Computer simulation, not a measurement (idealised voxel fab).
The name of this process module is voxel wiring stack.
The cross-section on display is named cut; it measures 265 nm wide, and its cells are 5 nm squares.
We lay out every cross-section as a grid of square cells and spell it out in bands from the top down, where one band means one or more rows of cells.
Heads up on the band format: heights come first, top then bottom, in nm. After that it's the materials left to right, each with its width in nm. A single material flagged "edge to edge" fills the whole band edge to edge, and "empty" means there's empty space there.
Convention: height 0 is the level below which the wafer, as received, is all one material. The lowest band does not terminate at the bottom but continues downward, represented as "0 down".
Width spec "30 to 40" -> top row of cells at first value, bottom row at second value, equal per-row change in between.
Step note "remained unchanged" = no cross-section cell changed.
So "Catalogued sealed voids" is basically the list of trapped voids: any empty space of 8 cells or more that can't reach the top through an opening. They're written width x height at distance, the distance being from the left edge, and it's all nm.
It should be noted that, on the line of a given step, the content following the step's settings is a remark produced by the simulator itself with respect to that step.
You can add "overlay nm" to a step's line. For a step with a mask, it describes how far the mask lay to the right of its planned position, and a negative number describes a lay to the left.
In what follows, pairs of cross-sections are presented, each taken before and after one process step, with the after cross-section shown only down to the lowest band that was altered; the step, together with its settings, is stated below the pair. The pairs may stem from different runs of this module on the same starting wafer; accordingly, a pair should be taken as continuing from the one above it solely where its entry headed "Pre-step cross-section" indicates as much.
Pre-step cross-section
    160 to 155  60 TiN, 10 empty, 35 TiN, 10 empty, 35 TiN, 10 empty, 35 TiN, 10 empty, 60 TiN
    155 to 145  55 lowk, 5 TiN, 10 empty, 5 TiN, 25 lowk, 5 TiN, 10 empty, 5 TiN, 25 lowk, 5 TiN, 10 empty, 5 TiN, 25 lowk, 5 TiN, 10 empty, 5 TiN, 55 lowk
    145 to 140  55 lowk, 5 TiN, 5 empty, 10 TiN, 25 lowk, 5 TiN, 5 empty, 10 TiN, 25 lowk, 5 TiN, 5 empty, 10 TiN, 25 lowk, 5 TiN, 5 empty, 10 TiN, 55 lowk
    140 to 130  55 lowk, 5 TiN, 5 empty, 5 TiN, 30 lowk, 5 TiN, 5 empty, 5 TiN, 30 lowk, 5 TiN, 5 empty, 5 TiN, 30 lowk, 5 TiN, 5 empty, 5 TiN, 60 lowk
    130 to 125  55 SiCN, 15 TiN, 30 SiCN, 15 TiN, 30 SiCN, 15 TiN, 30 SiCN, 15 TiN, 60 SiCN
    125 to 105  70 SiO2, 5 Ru, 25 SiO2, 20 Ru, 40 SiO2, 5 Ru, 25 SiO2, 20 Ru, 55 SiO2
    105 to 100  55 SiO2, 20 Ru, 25 SiO2, 20 Ru, 25 SiO2, 20 Ru, 25 SiO2, 20 Ru, 55 SiO2
    100 to 95  55 SiO2, 15 Ru, 5 TiN, 25 SiO2, 20 TiN, 25 SiO2, 15 Ru, 5 TiN, 25 SiO2, 20 TiN, 55 SiO2
    95 to 80  55 SiO2, 15 Ru, 75 SiO2, 15 Ru, 105 SiO2
    80 to 75  55 SiCN, 15 TiN, 75 SiCN, 15 TiN, 105 SiCN
    75 to 45  lowk edge to edge
    45 to 40  SiCN edge to edge
    40 to 15  55 lowk, 5 TiN, 10 Cu, 5 TiN, 25 lowk, 5 TiN, 10 Cu, 5 TiN, 25 lowk, 5 TiN, 10 Cu, 5 TiN, 25 lowk, 5 TiN, 10 Cu, 5 TiN, 55 lowk
    15 to 10  55 SiCN, 20 TiN, 25 SiCN, 20 TiN, 25 SiCN, 20 TiN, 25 SiCN, 20 TiN, 55 SiCN
    10 to 0  SiO2 edge to edge
    0 down  Si edge to edge
    Catalogued sealed voids: none
Section, Post-Step
    170 to 160  Cu edge to edge
    160 to 155  60 TiN, 10 Cu, 35 TiN, 10 Cu, 35 TiN, 10 Cu, 35 TiN, 10 Cu, 60 TiN
    155 to 145  55 lowk, 5 TiN, 10 Cu, 5 TiN, 25 lowk, 5 TiN, 10 Cu, 5 TiN, 25 lowk, 5 TiN, 10 Cu, 5 TiN, 25 lowk, 5 TiN, 10 Cu, 5 TiN, 55 lowk
    145 to 140  55 lowk, 5 TiN, 5 Cu, 10 TiN, 25 lowk, 5 TiN, 5 Cu, 10 TiN, 25 lowk, 5 TiN, 5 Cu, 10 TiN, 25 lowk, 5 TiN, 5 Cu, 10 TiN, 55 lowk
    140 to 130  55 lowk, 5 TiN, 5 Cu, 5 TiN, 30 lowk, 5 TiN, 5 Cu, 5 TiN, 30 lowk, 5 TiN, 5 Cu, 5 TiN, 30 lowk, 5 TiN, 5 Cu, 5 TiN, 60 lowk
    below 130: unchanged
    Catalogued sealed voids: none
Relating the two cross-sections above, the step in between is FILL_DEP (material Cu; thk nm 10)
Pre-step cross-section: the state before this step is the cross-section shown after the step in the pair just above.
Section, Post-Step
    155 to 145  55 lowk, 5 TiN, 10 Cu, 5 TiN, 25 lowk, 5 TiN, 10 Cu, 5 TiN, 25 lowk, 5 TiN, 10 Cu, 5 TiN, 25 lowk, 5 TiN, 10 Cu, 5 TiN, 55 lowk
    below 145: unchanged
    Catalogued sealed voids: none
Relating the two cross-sections above, the step in between is CMP (height nm 155)
Pre-step cross-section: the state before this step is the cross-section shown after the step in the pair just above.
Section, Post-Step
    160 to 155  SiN edge to edge
    below 155: unchanged
    Catalogued sealed voids: none
Relating the two cross-sections above, the step in between is CONFORMAL_DEP (material SiN; thk nm 5)
Pre-step cross-section
    0 down  Si edge to edge
    Catalogued sealed voids: none
Section, Post-Step
    5 to 0  SiCN edge to edge
    below 0: unchanged
    Catalogued sealed voids: none
Relating the two cross-sections above, the step in between is CONFORMAL_DEP (material SiCN; thk nm 5)
Pre-step cross-section: the state before this step is the cross-section shown after the step in the pair just above.
Section, Post-Step
    15 to 5  SiO2 edge to edge
    below 5: unchanged
    Catalogued sealed voids: none
Relating the two cross-sections above, the step in between is CONFORMAL_DEP (material SiO2; thk nm 10)
Pre-step cross-section: the state before this step is the cross-section shown after the step in the pair just above.
Section, Post-Step
    40 to 15  lowk edge to edge
    below 15: unchanged
    Catalogued sealed voids: none
Relating the two cross-sections above, the step in between is DIRECTIONAL_DEP (material lowk; thk nm 25)
Pre-step cross-section: the state before this step is the cross-section shown after the step in the pair just above.
Section, Post-Step
    60 to 40  55 resist, 20 empty, 25 resist, 20 empty, 25 resist, 20 empty, 25 resist, 20 empty, 55 resist
    below 40: unchanged
    Catalogued sealed voids: none
Relating the two cross-sections above, the step in between is PATTERN (tone open; mask id METAL_1; material resist; width nm 20; pitch nm 45; thk nm 20; overlay nm 0)
Pre-step cross-section: the state before this step is the cross-section shown after the step in the pair just above.
Section, Post-Step
    60 to 40  55 resist, 20 empty, 25 resist, 20 empty, 25 resist, 20 empty, 25 resist, 20 empty, 55 resist
    40 to 15  55 lowk, 20 empty, 25 lowk, 20 empty, 25 lowk, 20 empty, 25 lowk, 20 empty, 55 lowk
    below 15: unchanged
    Catalogued sealed voids: none
Relating the two cross-sections above, the step in between is DIRECTIONAL_ETCH (etch materials lowk; depth nm 25)
Pre-step cross-section: the state before this step is the cross-section shown after the step in the pair just above.
Section, Post-Step
    40 to 15  55 lowk, 20 empty, 25 lowk, 20 empty, 25 lowk, 20 empty, 25 lowk, 20 empty, 55 lowk
    below 15: unchanged
    Catalogued sealed voids: none
Relating the two cross-sections above, the step in between is STRIP (etch materials resist)
Pre-step cross-section: the state before this step is the cross-section shown after the step in the pair just above.
Section, Post-Step
    45 to 40  60 TiN, 10 empty, 35 TiN, 10 empty, 35 TiN, 10 empty, 35 TiN, 10 empty, 60 TiN
    40 to 20  55 lowk, 5 TiN, 10 empty, 5 TiN, 25 lowk, 5 TiN, 10 empty, 5 TiN, 25 lowk, 5 TiN, 10 empty, 5 TiN, 25 lowk, 5 TiN, 10 empty, 5 TiN, 55 lowk
    20 to 15  55 lowk, 20 TiN, 25 lowk, 20 TiN, 25 lowk, 20 TiN, 25 lowk, 20 TiN, 55 lowk
    below 15: unchanged
    Catalogued sealed voids: none
Relating the two cross-sections above, the step in between is CONFORMAL_DEP (material TiN; thk nm 5)
Pre-step cross-section: the state before this step is the cross-section shown after the step in the pair just above.
Section, Post-Step
    55 to 45  Cu edge to edge
    45 to 40  60 TiN, 10 Cu, 35 TiN, 10 Cu, 35 TiN, 10 Cu, 35 TiN, 10 Cu, 60 TiN
    40 to 20  55 lowk, 5 TiN, 10 Cu, 5 TiN, 25 lowk, 5 TiN, 10 Cu, 5 TiN, 25 lowk, 5 TiN, 10 Cu, 5 TiN, 25 lowk, 5 TiN, 10 Cu, 5 TiN, 55 lowk
    below 20: unchanged
    Catalogued sealed voids: none
Relating the two cross-sections above, the step in between is FILL_DEP (material Cu; thk nm 10)
Pre-step cross-section: the state before this step is the cross-section shown after the step in the pair just above.
Section, Post-Step
    40 to 20  55 lowk, 5 TiN, 10 Cu, 5 TiN, 25 lowk, 5 TiN, 10 Cu, 5 TiN, 25 lowk, 5 TiN, 10 Cu, 5 TiN, 25 lowk, 5 TiN, 10 Cu, 5 TiN, 55 lowk
    below 20: unchanged
    Catalogued sealed voids: none
Relating the two cross-sections above, the step in between is CMP (height nm 40)
Pre-step cross-section: the state before this step is the cross-section shown after the step in the pair just above.
Section, Post-Step
    45 to 40  SiCN edge to edge
    below 40: unchanged
    Catalogued sealed voids: none
Relating the two cross-sections above, the step in between is CONFORMAL_DEP (material SiCN; thk nm 5)
Pre-step cross-section: the state before this step is the cross-section shown after the step in the pair just above.
Section, Post-Step
    75 to 45  lowk edge to edge
    below 45: unchanged
    Catalogued sealed voids: none
Relating the two cross-sections above, the step in between is DIRECTIONAL_DEP (material lowk; thk nm 30)
Pre-step cross-section: the state before this step is the cross-section shown after the step in the pair just above.
Section, Post-Step
    75 to 60  55 lowk, 20 empty, 25 lowk, 20 empty, 25 lowk, 20 empty, 25 lowk, 20 empty, 55 lowk
    below 60: unchanged
    Catalogued sealed voids: none
Relating the two cross-sections above, the step in between is MASKED_ETCH (tone open; mask id METAL_2; width nm 20; pitch nm 45; etch materials lowk; depth nm 15; overlay nm 0)
Pre-step cross-section: the state before this step is the cross-section shown after the step in the pair just above.
Section, Post-Step
    85 to 75  55 aC, 20 empty, 25 aC, 20 empty, 25 aC, 20 empty, 25 aC, 20 empty, 55 aC
    75 to 70  55 lowk, 20 empty, 25 lowk, 20 empty, 25 lowk, 20 empty, 25 lowk, 20 empty, 55 lowk
    70 to 60  55 lowk, 20 aC, 25 lowk, 20 aC, 25 lowk, 20 aC, 25 lowk, 20 aC, 55 lowk
    below 60: unchanged
    Catalogued sealed voids: none
Relating the two cross-sections above, the step in between is DIRECTIONAL_DEP (material aC; thk nm 10)
Pre-step cross-section: the state before this step is the cross-section shown after the step in the pair just above.
Section, Post-Step
    115 to 85  55 resist, 15 empty, 30 resist, 15 empty, 30 resist, 15 empty, 30 resist, 15 empty, 60 resist
    85 to 75  55 aC, 15 empty, 5 resist, 25 aC, 15 empty, 5 resist, 25 aC, 15 empty, 5 resist, 25 aC, 15 empty, 5 resist, 55 aC
    75 to 70  55 lowk, 15 empty, 5 resist, 25 lowk, 15 empty, 5 resist, 25 lowk, 15 empty, 5 resist, 25 lowk, 15 empty, 5 resist, 55 lowk
    below 70: unchanged
    Catalogued sealed voids: none
Relating the two cross-sections above, the step in between is PATTERN (tone open; mask id METAL_2_HOLES; material resist; width nm 15; pitch nm 45; thk nm 30; overlay nm 0)
Pre-step cross-section: the state before this step is the cross-section shown after the step in the pair just above.
Section, Post-Step
    105 to 85  55 resist, 15 empty, 30 resist, 15 empty, 30 resist, 15 empty, 30 resist, 15 empty, 60 resist
    85 to 75  55 aC, 15 empty, 5 resist, 25 aC, 15 empty, 5 resist, 25 aC, 15 empty, 5 resist, 25 aC, 15 empty, 5 resist, 55 aC
    75 to 70  55 lowk, 15 empty, 5 resist, 25 lowk, 15 empty, 5 resist, 25 lowk, 15 empty, 5 resist, 25 lowk, 15 empty, 5 resist, 55 lowk
    70 to 60  55 lowk, 15 empty, 5 aC, 25 lowk, 15 empty, 5 aC, 25 lowk, 15 empty, 5 aC, 25 lowk, 15 empty, 5 aC, 55 lowk
    below 60: unchanged
    Catalogued sealed voids: none
Relating the two cross-sections above, the step in between is DIRECTIONAL_ETCH (etch materials aC; depth nm 10)
Pre-step cross-section: the state before this step is the cross-section shown after the step in the pair just above.
Section, Post-Step
    85 to 75  55 aC, 20 empty, 25 aC, 20 empty, 25 aC, 20 empty, 25 aC, 20 empty, 55 aC
    75 to 70  55 lowk, 20 empty, 25 lowk, 20 empty, 25 lowk, 20 empty, 25 lowk, 20 empty, 55 lowk
    below 70: unchanged
    Catalogued sealed voids: none
Relating the two cross-sections above, the step in between is STRIP (etch materials resist)
Pre-step cross-section: the state before this step is the cross-section shown after the step in the pair just above.
Section, Post-Step
    85 to 75  55 aC, 20 empty, 25 aC, 20 empty, 25 aC, 20 empty, 25 aC, 20 empty, 55 aC
    75 to 70  55 lowk, 20 empty, 25 lowk, 20 empty, 25 lowk, 20 empty, 25 lowk, 20 empty, 55 lowk
    70 to 60  55 lowk, 15 empty, 5 aC, 25 lowk, 15 empty, 5 aC, 25 lowk, 15 empty, 5 aC, 25 lowk, 15 empty, 5 aC, 55 lowk
    60 to 45  55 lowk, 15 empty, 30 lowk, 15 empty, 30 lowk, 15 empty, 30 lowk, 15 empty, 60 lowk
    below 45: unchanged
    Catalogued sealed voids: none
Relating the two cross-sections above, the step in between is DIRECTIONAL_ETCH (etch materials lowk; depth nm 15)
Pre-step cross-section: the state before this step is the cross-section shown after the step in the pair just above.
Section, Post-Step
    85 to 75  55 aC, 20 empty, 25 aC, 20 empty, 25 aC, 20 empty, 25 aC, 20 empty, 55 aC
    75 to 70  55 lowk, 20 empty, 25 lowk, 20 empty, 25 lowk, 20 empty, 25 lowk, 20 empty, 55 lowk
    70 to 60  55 lowk, 15 empty, 5 aC, 25 lowk, 15 empty, 5 aC, 25 lowk, 15 empty, 5 aC, 25 lowk, 15 empty, 5 aC, 55 lowk
    60 to 45  55 lowk, 15 empty, 30 lowk, 15 empty, 30 lowk, 15 empty, 30 lowk, 15 empty, 60 lowk
    45 to 40  55 SiCN, 15 empty, 30 SiCN, 15 empty, 30 SiCN, 15 empty, 30 SiCN, 15 empty, 60 SiCN
    below 40: unchanged
    Catalogued sealed voids: none
Relating the two cross-sections above, the step in between is DIRECTIONAL_ETCH (etch materials SiCN; depth nm 5)
Pre-step cross-section: the state before this step is the cross-section shown after the step in the pair just above.
Section, Post-Step
    75 to 60  55 lowk, 20 empty, 25 lowk, 20 empty, 25 lowk, 20 empty, 25 lowk, 20 empty, 55 lowk
    below 60: unchanged
    Catalogued sealed voids: none
Relating the two cross-sections above, the step in between is STRIP (etch materials aC)
Pre-step cross-section: the state before this step is the cross-section shown after the step in the pair just above.
Section, Post-Step
    80 to 75  60 TiN, 10 empty, 35 TiN, 10 empty, 35 TiN, 10 empty, 35 TiN, 10 empty, 60 TiN
    75 to 65  55 lowk, 5 TiN, 10 empty, 5 TiN, 25 lowk, 5 TiN, 10 empty, 5 TiN, 25 lowk, 5 TiN, 10 empty, 5 TiN, 25 lowk, 5 TiN, 10 empty, 5 TiN, 55 lowk
    65 to 60  55 lowk, 5 TiN, 5 empty, 10 TiN, 25 lowk, 5 TiN, 5 empty, 10 TiN, 25 lowk, 5 TiN, 5 empty, 10 TiN, 25 lowk, 5 TiN, 5 empty, 10 TiN, 55 lowk
    60 to 45  55 lowk, 5 TiN, 5 empty, 5 TiN, 30 lowk, 5 TiN, 5 empty, 5 TiN, 30 lowk, 5 TiN, 5 empty, 5 TiN, 30 lowk, 5 TiN, 5 empty, 5 TiN, 60 lowk
    45 to 40  55 SiCN, 15 TiN, 30 SiCN, 15 TiN, 30 SiCN, 15 TiN, 30 SiCN, 15 TiN, 60 SiCN
    below 40: unchanged
    Catalogued sealed voids: none
Relating the two cross-sections above, the step in between is CONFORMAL_DEP (material TiN; thk nm 5)
Pre-step cross-section: the state before this step is the cross-section shown after the step in the pair just above.
Section, Post-Step
    90 to 80  Cu edge to edge
    80 to 75  60 TiN, 10 Cu, 35 TiN, 10 Cu, 35 TiN, 10 Cu, 35 TiN, 10 Cu, 60 TiN
    75 to 65  55 lowk, 5 TiN, 10 Cu, 5 TiN, 25 lowk, 5 TiN, 10 Cu, 5 TiN, 25 lowk, 5 TiN, 10 Cu, 5 TiN, 25 lowk, 5 TiN, 10 Cu, 5 TiN, 55 lowk
    65 to 60  55 lowk, 5 TiN, 5 Cu, 10 TiN, 25 lowk, 5 TiN, 5 Cu, 10 TiN, 25 lowk, 5 TiN, 5 Cu, 10 TiN, 25 lowk, 5 TiN, 5 Cu, 10 TiN, 55 lowk
    60 to 45  55 lowk, 5 TiN, 5 Cu, 5 TiN, 30 lowk, 5 TiN, 5 Cu, 5 TiN, 30 lowk, 5 TiN, 5 Cu, 5 TiN, 30 lowk, 5 TiN, 5 Cu, 5 TiN, 60 lowk
    below 45: unchanged
    Catalogued sealed voids: none
Relating the two cross-sections above, the step in between is FILL_DEP (material Cu; thk nm 10)
Pre-step cross-section: the state before this step is the cross-section shown after the step in the pair just above.
Section, Post-Step
    75 to 65  55 lowk, 5 TiN, 10 Cu, 5 TiN, 25 lowk, 5 TiN, 10 Cu, 5 TiN, 25 lowk, 5 TiN, 10 Cu, 5 TiN, 25 lowk, 5 TiN, 10 Cu, 5 TiN, 55 lowk
    below 65: unchanged
    Catalogued sealed voids: none
Relating the two cross-sections above, the step in between is CMP (height nm 75)
Pre-step cross-section: the state before this step is the cross-section shown after the step in the pair just above.
Section, Post-Step
    80 to 75  SiCN edge to edge
    below 75: unchanged
    Catalogued sealed voids: none
Relating the two cross-sections above, the step in between is CONFORMAL_DEP (material SiCN; thk nm 5)
Pre-step cross-section: the state before this step is the cross-section shown after the step in the pair just above.
Section, Post-Step
    95 to 80  SiO2 edge to edge
    below 80: unchanged
    Catalogued sealed voids: none
Relating the two cross-sections above, the step in between is DIRECTIONAL_DEP (material SiO2; thk nm 15)
Pre-step cross-section: the state before this step is the cross-section shown after the step in the pair just above.
Section, Post-Step
    110 to 95  aC edge to edge
    below 95: unchanged
    Catalogued sealed voids: none
Relating the two cross-sections above, the step in between is DIRECTIONAL_DEP (material aC; thk nm 15)
Pre-step cross-section: the state before this step is the cross-section shown after the step in the pair just above.
Section, Post-Step
    145 to 110  55 resist, 15 empty, 75 resist, 15 empty, 105 resist
    below 110: unchanged
    Catalogued sealed voids: none
Relating the two cross-sections above, the step in between is PATTERN (tone open; mask id PLUG_2; material resist; width nm 15; pitch nm 90; thk nm 35; overlay nm 0)
Pre-step cross-section: the state before this step is the cross-section shown after the step in the pair just above.
Section, Post-Step
    130 to 110  55 resist, 15 empty, 75 resist, 15 empty, 105 resist
    110 to 95  55 aC, 15 empty, 75 aC, 15 empty, 105 aC
    below 95: unchanged
    Catalogued sealed voids: none
Relating the two cross-sections above, the step in between is DIRECTIONAL_ETCH (etch materials aC; depth nm 15)
Pre-step cross-section: the state before this step is the cross-section shown after the step in the pair just above.
Section, Post-Step
    110 to 95  55 aC, 15 empty, 75 aC, 15 empty, 105 aC
    below 95: unchanged
    Catalogued sealed voids: none
Relating the two cross-sections above, the step in between is STRIP (etch materials resist)
Pre-step cross-section: the state before this step is the cross-section shown after the step in the pair just above.
Section, Post-Step
    110 to 95  55 aC, 15 empty, 75 aC, 15 empty, 105 aC
    95 to 80  55 SiO2, 15 empty, 75 SiO2, 15 empty, 105 SiO2
    below 80: unchanged
    Catalogued sealed voids: none
Relating the two cross-sections above, the step in between is DIRECTIONAL_ETCH (etch materials SiO2; depth nm 15)
Pre-step cross-section: the state before this step is the cross-section shown after the step in the pair just above.
Section, Post-Step
    110 to 95  55 aC, 15 empty, 75 aC, 15 empty, 105 aC
    95 to 80  55 SiO2, 15 empty, 75 SiO2, 15 empty, 105 SiO2
    80 to 75  55 SiCN, 15 empty, 75 SiCN, 15 empty, 105 SiCN
    below 75: unchanged
    Catalogued sealed voids: none
Relating the two cross-sections above, the step in between is DIRECTIONAL_ETCH (etch materials SiCN; depth nm 5)
Pre-step cross-section: the state before this step is the cross-section shown after the step in the pair just above.
Section, Post-Step
    95 to 80  55 SiO2, 15 empty, 75 SiO2, 15 empty, 105 SiO2
    below 80: unchanged
    Catalogued sealed voids: none
Relating the two cross-sections above, the step in between is STRIP (etch materials aC)
Pre-step cross-section: the state before this step is the cross-section shown after the step in the pair just above.
Section, Post-Step
    95 to 85  55 SiO2, 15 empty, 75 SiO2, 15 empty, 105 SiO2
    85 to 80  55 SiO2, 15 Ru, 75 SiO2, 15 Ru, 105 SiO2
    80 to 75  55 SiCN, 15 Ru, 75 SiCN, 15 Ru, 105 SiCN
    below 75: unchanged
    Catalogued sealed voids: none
Relating the two cross-sections above, the step in between is EPI (material Ru; thk nm 10)
Pre-step cross-section: the state before this step is the cross-section shown after the step in the pair just above.
Section, Post-Step
    95 to 80  55 SiO2, 15 Ru, 75 SiO2, 15 Ru, 105 SiO2
    below 80: unchanged
    Catalogued sealed voids: none
Relating the two cross-sections above, the step in between is EPI (material Ru; thk nm 10)
Pre-step cross-section: the state before this step is the cross-section shown after the step in the pair just above.
Section, Post-Step
    100 to 95  TiN edge to edge
    below 95: unchanged
    Catalogued sealed voids: none
Relating the two cross-sections above, the step in between is DIRECTIONAL_DEP (material TiN; thk nm 5)
Pre-step cross-section: the state before this step is the cross-section shown after the step in the pair just above.
Section, Post-Step
    125 to 100  Ru edge to edge
    below 100: unchanged
    Catalogued sealed voids: none
Relating the two cross-sections above, the step in between is DIRECTIONAL_DEP (material Ru; thk nm 25)
Pre-step cross-section: the state before this step is the cross-section shown after the step in the pair just above.
Section, Post-Step
    125 to 100  55 empty, 20 Ru, 25 empty, 20 Ru, 25 empty, 20 Ru, 25 empty, 20 Ru, 55 empty
    below 100: unchanged
    Catalogued sealed voids: none
Relating the two cross-sections above, the step in between is MASKED_ETCH (tone cover; mask id METAL_3; width nm 20; pitch nm 45; etch materials Ru; depth nm 25; overlay nm 0)
Pre-step cross-section: the state before this step is the cross-section shown after the step in the pair just above.
Section, Post-Step
    125 to 100  55 empty, 20 Ru, 25 empty, 20 Ru, 25 empty, 20 Ru, 25 empty, 20 Ru, 55 empty
    100 to 95  55 empty, 20 TiN, 25 empty, 20 TiN, 25 empty, 20 TiN, 25 empty, 20 TiN, 55 empty
    below 95: unchanged
    Catalogued sealed voids: none
Relating the two cross-sections above, the step in between is MASKED_ETCH (tone cover; mask id METAL_3; width nm 20; pitch nm 45; etch materials TiN; depth nm 5; overlay nm 0)
Pre-step cross-section: the state before this step is the cross-section shown after the step in the pair just above.
Section, Post-Step
    135 to 125  SiO2 edge to edge
    125 to 100  55 SiO2, 20 Ru, 25 SiO2, 20 Ru, 25 SiO2, 20 Ru, 25 SiO2, 20 Ru, 55 SiO2
    100 to 95  55 SiO2, 20 TiN, 25 SiO2, 20 TiN, 25 SiO2, 20 TiN, 25 SiO2, 20 TiN, 55 SiO2
    below 95: unchanged
    Catalogued sealed voids: none
Relating the two cross-sections above, the step in between is FILL_DEP (material SiO2; thk nm 10)
Pre-step cross-section: the state before this step is the cross-section shown after the step in the pair just above.
Section, Post-Step
    125 to 100  55 SiO2, 20 Ru, 25 SiO2, 20 Ru, 25 SiO2, 20 Ru, 25 SiO2, 20 Ru, 55 SiO2
    below 100: unchanged
    Catalogued sealed voids: none
Relating the two cross-sections above, the step in between is CMP (height nm 125)
Pre-step cross-section: the state before this step is the cross-section shown after the step in the pair just above.
Section, Post-Step
    130 to 125  SiCN edge to edge
    below 125: unchanged
    Catalogued sealed voids: none
Relating the two cross-sections above, the step in between is CONFORMAL_DEP (material SiCN; thk nm 5)
Pre-step cross-section: the state before this step is the cross-section shown after the step in the pair just above.
Section, Post-Step
    155 to 130  lowk edge to edge
    below 130: unchanged
    Catalogued sealed voids: none
Relating the two cross-sections above, the step in between is DIRECTIONAL_DEP (material lowk; thk nm 25)
Pre-step cross-section: the state before this step is the cross-section shown after the step in the pair just above.
Section, Post-Step
    155 to 130  55 lowk, 15 empty, 30 lowk, 15 empty, 30 lowk, 15 empty, 30 lowk, 15 empty, 60 lowk
    below 130: unchanged
    Catalogued sealed voids: none
Relating the two cross-sections above, the step in between is MASKED_ETCH (tone open; mask id METAL_4_HOLES; width nm 15; pitch nm 45; etch materials lowk; depth nm 25; overlay nm 0)
Pre-step cross-section: the state before this step is the cross-section shown after the step in the pair just above.
Section, Post-Step
    170 to 155  55 resist, 20 empty, 25 resist, 20 empty, 25 resist, 20 empty, 25 resist, 20 empty, 55 resist
    below 155: unchanged
    Catalogued sealed voids: none
Relating the two cross-sections above, the step in between is PATTERN (tone open; mask id METAL_4; material resist; width nm 20; pitch nm 45; thk nm 15; overlay nm 0)
Pre-step cross-section: the state before this step is the cross-section shown after the step in the pair just above.
Section, Post-Step
    170 to 155  55 resist, 20 empty, 25 resist, 20 empty, 25 resist, 20 empty, 25 resist, 20 empty, 55 resist
    155 to 140  55 lowk, 20 empty, 25 lowk, 20 empty, 25 lowk, 20 empty, 25 lowk, 20 empty, 55 lowk
    below 140: unchanged
    Catalogued sealed voids: none
Relating the two cross-sections above, the step in between is DIRECTIONAL_ETCH (etch materials lowk; depth nm 15)
Pre-step cross-section: the state before this step is the cross-section shown after the step in the pair just above.
Section, Post-Step
    170 to 155  55 resist, 20 empty, 25 resist, 20 empty, 25 resist, 20 empty, 25 resist, 20 empty, 55 resist
    155 to 140  55 lowk, 20 empty, 25 lowk, 20 empty, 25 lowk, 20 empty, 25 lowk, 20 empty, 55 lowk
    140 to 130  55 lowk, 15 empty, 30 lowk, 15 empty, 30 lowk, 15 empty, 30 lowk, 15 empty, 60 lowk
    130 to 125  55 SiCN, 15 empty, 30 SiCN, 15 empty, 30 SiCN, 15 empty, 30 SiCN, 15 empty, 60 SiCN
    below 125: unchanged
    Catalogued sealed voids: none
Relating the two cross-sections above, the step in between is DIRECTIONAL_ETCH (etch materials SiCN; depth nm 5)
Pre-step cross-section: the state before this step is the cross-section shown after the step in the pair just above.
Section, Post-Step
    155 to 140  55 lowk, 20 empty, 25 lowk, 20 empty, 25 lowk, 20 empty, 25 lowk, 20 empty, 55 lowk
    below 140: unchanged
    Catalogued sealed voids: none
Relating the two cross-sections above, the step in between is STRIP (etch materials resist)
Pre-step cross-section: the state before this step is the cross-section shown after the step in the pair just above.
Section, Post-Step
    160 to 155  60 TiN, 10 empty, 35 TiN, 10 empty, 35 TiN, 10 empty, 35 TiN, 10 empty, 60 TiN
    155 to 145  55 lowk, 5 TiN, 10 empty, 5 TiN, 25 lowk, 5 TiN, 10 empty, 5 TiN, 25 lowk, 5 TiN, 10 empty, 5 TiN, 25 lowk, 5 TiN, 10 empty, 5 TiN, 55 lowk
    145 to 140  55 lowk, 5 TiN, 5 empty, 10 TiN, 25 lowk, 5 TiN, 5 empty, 10 TiN, 25 lowk, 5 TiN, 5 empty, 10 TiN, 25 lowk, 5 TiN, 5 empty, 10 TiN, 55 lowk
    140 to 130  55 lowk, 5 TiN, 5 empty, 5 TiN, 30 lowk, 5 TiN, 5 empty, 5 TiN, 30 lowk, 5 TiN, 5 empty, 5 TiN, 30 lowk, 5 TiN, 5 empty, 5 TiN, 60 lowk
    130 to 125  55 SiCN, 15 TiN, 30 SiCN, 15 TiN, 30 SiCN, 15 TiN, 30 SiCN, 15 TiN, 60 SiCN
    below 125: unchanged
    Catalogued sealed voids: none
Relating the two cross-sections above, the step in between is CONFORMAL_DEP (material TiN; thk nm 5)
Pre-step cross-section: the state before this step is the cross-section shown after the step in the pair just above.
Section, Post-Step
    170 to 160  Cu edge to edge
    160 to 155  60 TiN, 10 Cu, 35 TiN, 10 Cu, 35 TiN, 10 Cu, 35 TiN, 10 Cu, 60 TiN
    155 to 145  55 lowk, 5 TiN, 10 Cu, 5 TiN, 25 lowk, 5 TiN, 10 Cu, 5 TiN, 25 lowk, 5 TiN, 10 Cu, 5 TiN, 25 lowk, 5 TiN, 10 Cu, 5 TiN, 55 lowk
    145 to 140  55 lowk, 5 TiN, 5 Cu, 10 TiN, 25 lowk, 5 TiN, 5 Cu, 10 TiN, 25 lowk, 5 TiN, 5 Cu, 10 TiN, 25 lowk, 5 TiN, 5 Cu, 10 TiN, 55 lowk
    140 to 130  55 lowk, 5 TiN, 5 Cu, 5 TiN, 30 lowk, 5 TiN, 5 Cu, 5 TiN, 30 lowk, 5 TiN, 5 Cu, 5 TiN, 30 lowk, 5 TiN, 5 Cu, 5 TiN, 60 lowk
    below 130: unchanged
    Catalogued sealed voids: none
Relating the two cross-sections above, the step in between is FILL_DEP (material Cu; thk nm 10)
Pre-step cross-section: the state before this step is the cross-section shown after the step in the pair just above.
Section, Post-Step
    155 to 145  55 lowk, 5 TiN, 10 Cu, 5 TiN, 25 lowk, 5 TiN, 10 Cu, 5 TiN, 25 lowk, 5 TiN, 10 Cu, 5 TiN, 25 lowk, 5 TiN, 10 Cu, 5 TiN, 55 lowk
    below 145: unchanged
    Catalogued sealed voids: none
Relating the two cross-sections above, the step in between is CMP (height nm 155)
Pre-step cross-section: the state before this step is the cross-section shown after the step in the pair just above.
Section, Post-Step
    160 to 155  SiN edge to edge
    below 155: unchanged
    Catalogued sealed voids: none
Relating the two cross-sections above, the step in between is CONFORMAL_DEP (material SiN; thk nm 5)
Pre-step cross-section
    75 to 45  lowk edge to edge
    45 to 40  SiCN edge to edge
    40 to 15  55 lowk, 5 TiN, 10 Cu, 5 TiN, 25 lowk, 5 TiN, 10 Cu, 5 TiN, 25 lowk, 5 TiN, 10 Cu, 5 TiN, 25 lowk, 5 TiN, 10 Cu, 5 TiN, 55 lowk
    15 to 10  55 SiCN, 20 TiN, 25 SiCN, 20 TiN, 25 SiCN, 20 TiN, 25 SiCN, 20 TiN, 55 SiCN
    10 to 0  SiO2 edge to edge
    0 down  Si edge to edge
    Catalogued sealed voids: none
Section, Post-Step
    75 to 50  55 lowk, 20 empty, 25 lowk, 20 empty, 25 lowk, 20 empty, 25 lowk, 20 empty, 55 lowk
    below 50: unchanged
    Catalogued sealed voids: none
Relating the two cross-sections above, the step in between is MASKED_ETCH (tone open; mask id METAL_2; width nm 20; pitch nm 45; etch materials lowk; depth nm 25; overlay nm 0)
